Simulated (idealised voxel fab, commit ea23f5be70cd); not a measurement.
process module | voxel gate over fins
cross-section cut | 245 nm wide | cells 5 nm
A cross-section is a grid of square cells, given in bands from the top down. A band is one or more rows of cells.
Each band's line starts with the height of the band's top and of its bottom, in nm. Then come its materials from left to right, each with its width in nm. One material with "throughout" fills the band from edge to edge. "air" is empty space.
Height 0 is the level under which the wafer as received is all one material. The lowest band goes on downwards, as in "0 down".
A width such as "30 to 40" changes by the same amount from each row of cells to the next, from the band's top row to its bottom row.
"no change" after a step means that no cell of the cross-section changed.
closed voids: empty space of 8 cells or more with no open way to the top, each as width x height at its distance from the left edge, in nm
after a step's settings: what the simulator itself notes on the step
overlay nm, on a step with a mask: how far to the right of its planned place the mask lay; to the left if negative
plan
1 op RECEIVE | material Si
2 op CONFORMAL_DEP | material SiN | thk nm 5
3 op MASKED_ETCH | tone cover | mask id FINS | width nm 15 | pitch nm 35 | etch materials SiN | depth nm 5 | overlay nm 0
4 op MASKED_ETCH | tone cover | mask id FINS | width nm 15 | pitch nm 35 | etch materials Si | depth nm 30 | overlay nm 0
5 op OXIDIZE | depth nm 5
6 op FILL_DEP | material SiO2 | thk nm 15
7 op CMP | height nm 5
8 op SELECTIVE_ETCH | etch materials SiO2 | depth nm 15
9 op STRIP | etch materials SiN
10 op CONFORMAL_DEP | material HfO2 | thk nm 5
11 op CONFORMAL_DEP | material TiN | thk nm 5
12 op FILL_DEP | material W | thk nm 15
13 op CMP | height nm 20
14 op CONFORMAL_DEP | material SiCN | thk nm 10
first wafer, as planned
as received, after step 1
  0 down: Si throughout
  closed voids: none
after step 2
  5 to 0: SiN throughout
  below 0: unchanged
after step 3
  5 to 0: air 80 | SiN 15 | air 20 | SiN 15 | air 20 | SiN 15 | air 80
  below 0: unchanged
after step 4
  5 to 0: air 80 | SiN 15 | air 20 | SiN 15 | air 20 | SiN 15 | air 80
  0 to -30: air 80 | Si 15 | air 20 | Si 15 | air 20 | Si 15 | air 80
  below -30: unchanged
after step 5
  5 to 0: air 80 | SiN 15 | air 20 | SiN 15 | air 20 | SiN 15 | air 80
  0 to -30: air 80 | SiO2 5 | Si 5 | SiO2 5 | air 20 | SiO2 5 | Si 5 | SiO2 5 | air 20 | SiO2 5 | Si 5 | SiO2 5 | air 80
  -30 to -35: SiO2 85 | Si 5 | SiO2 30 | Si 5 | SiO2 30 | Si 5 | SiO2 85
  below -35: unchanged
after step 6
  20 to 5: SiO2 throughout
  5 to 0: SiO2 80 | SiN 15 | SiO2 20 | SiN 15 | SiO2 20 | SiN 15 | SiO2 80
  0 to -35: SiO2 85 | Si 5 | SiO2 30 | Si 5 | SiO2 30 | Si 5 | SiO2 85
  below -35: unchanged
after step 7
  5 to 0: SiO2 80 | SiN 15 | SiO2 20 | SiN 15 | SiO2 20 | SiN 15 | SiO2 80
  below 0: unchanged
after step 8
  5 to 0: air 80 | SiN 15 | air 20 | SiN 15 | air 20 | SiN 15 | air 80
  0 to -10: air 85 | Si 5 | air 30 | Si 5 | air 30 | Si 5 | air 85
  below -10: unchanged
after step 9
  0 to -10: air 85 | Si 5 | air 30 | Si 5 | air 30 | Si 5 | air 85
  below -10: unchanged
after step 10
  5 to 0: air 80 | HfO2 15 | air 20 | HfO2 15 | air 20 | HfO2 15 | air 80
  0 to -5: air 80 | HfO2 5 | Si 5 | HfO2 5 | air 20 | HfO2 5 | Si 5 | HfO2 5 | air 20 | HfO2 5 | Si 5 | HfO2 5 | air 80
  -5 to -10: HfO2 85 | Si 5 | HfO2 30 | Si 5 | HfO2 30 | Si 5 | HfO2 85
  below -10: unchanged
after step 11
  10 to 5: air 75 | TiN 25 | air 10 | TiN 25 | air 10 | TiN 25 | air 75
  5 to 0: air 75 | TiN 5 | HfO2 15 | TiN 5 | air 10 | TiN 5 | HfO2 15 | TiN 5 | air 10 | TiN 5 | HfO2 15 | TiN 5 | air 75
  0 to -5: TiN 80 | HfO2 5 | Si 5 | HfO2 5 | TiN 20 | HfO2 5 | Si 5 | HfO2 5 | TiN 20 | HfO2 5 | Si 5 | HfO2 5 | TiN 80
  below -5: unchanged
after step 12
  25 to 10: W throughout
  10 to 5: W 75 | TiN 25 | W 10 | TiN 25 | W 10 | TiN 25 | W 75
  5 to 0: W 75 | TiN 5 | HfO2 15 | TiN 5 | W 10 | TiN 5 | HfO2 15 | TiN 5 | W 10 | TiN 5 | HfO2 15 | TiN 5 | W 75
  below 0: unchanged
after step 13
  20 to 10: W throughout
  below 10: unchanged
after step 14
  30 to 20: SiCN throughout
  below 20: unchanged
second wafer: like start, like plan, one mistake. Through step 3 it matches the first wafer
when step 4 should have ended
  5 to 0: air 80 | SiN 15 | air 20 | SiN 15 | air 20 | SiN 15 | air 80
  0 to -60: air 80 | Si 15 | air 20 | Si 15 | air 20 | Si 15 | air 80
  below -60: unchanged
when step 5 should have ended
  5 to 0: air 80 | SiN 15 | air 20 | SiN 15 | air 20 | SiN 15 | air 80
  0 to -60: air 80 | SiO2 5 | Si 5 | SiO2 5 | air 20 | SiO2 5 | Si 5 | SiO2 5 | air 20 | SiO2 5 | Si 5 | SiO2 5 | air 80
  -60 to -65: SiO2 85 | Si 5 | SiO2 30 | Si 5 | SiO2 30 | Si 5 | SiO2 85
  below -65: unchanged
when step 6 should have ended
  20 to 5: SiO2 throughout
  5 to 0: SiO2 80 | SiN 15 | SiO2 20 | SiN 15 | SiO2 20 | SiN 15 | SiO2 80
  0 to -65: SiO2 85 | Si 5 | SiO2 30 | Si 5 | SiO2 30 | Si 5 | SiO2 85
  below -65: unchanged
when step 7 should have ended
  5 to 0: SiO2 80 | SiN 15 | SiO2 20 | SiN 15 | SiO2 20 | SiN 15 | SiO2 80
  below 0: unchanged
when step 8 should have ended
  5 to 0: air 80 | SiN 15 | air 20 | SiN 15 | air 20 | SiN 15 | air 80
  0 to -10: air 85 | Si 5 | air 30 | Si 5 | air 30 | Si 5 | air 85
  below -10: unchanged
when step 9 should have ended
  0 to -10: air 85 | Si 5 | air 30 | Si 5 | air 30 | Si 5 | air 85
  below -10: unchanged
when step 10 should have ended
  5 to 0: air 80 | HfO2 15 | air 20 | HfO2 15 | air 20 | HfO2 15 | air 80
  0 to -5: air 80 | HfO2 5 | Si 5 | HfO2 5 | air 20 | HfO2 5 | Si 5 | HfO2 5 | air 20 | HfO2 5 | Si 5 | HfO2 5 | air 80
  -5 to -10: HfO2 85 | Si 5 | HfO2 30 | Si 5 | HfO2 30 | Si 5 | HfO2 85
  below -10: unchanged
when step 11 should have ended
  10 to 5: air 75 | TiN 25 | air 10 | TiN 25 | air 10 | TiN 25 | air 75
  5 to 0: air 75 | TiN 5 | HfO2 15 | TiN 5 | air 10 | TiN 5 | HfO2 15 | TiN 5 | air 10 | TiN 5 | HfO2 15 | TiN 5 | air 75
  0 to -5: TiN 80 | HfO2 5 | Si 5 | HfO2 5 | TiN 20 | HfO2 5 | Si 5 | HfO2 5 | TiN 20 | HfO2 5 | Si 5 | HfO2 5 | TiN 80
  below -5: unchanged
when step 12 should have ended
  25 to 10: W throughout
  10 to 5: W 75 | TiN 25 | W 10 | TiN 25 | W 10 | TiN 25 | W 75
  5 to 0: W 75 | TiN 5 | HfO2 15 | TiN 5 | W 10 | TiN 5 | HfO2 15 | TiN 5 | W 10 | TiN 5 | HfO2 15 | TiN 5 | W 75
  below 0: unchanged
when step 13 should have ended
  20 to 10: W throughout
  below 10: unchanged
when step 14 should have ended
  30 to 20: SiCN throughout
  below 20: unchanged
what went wrong: step 4 was run twice
at the end the second wafer has, in cells: 276 fewer of Si | 276 more of SiO2
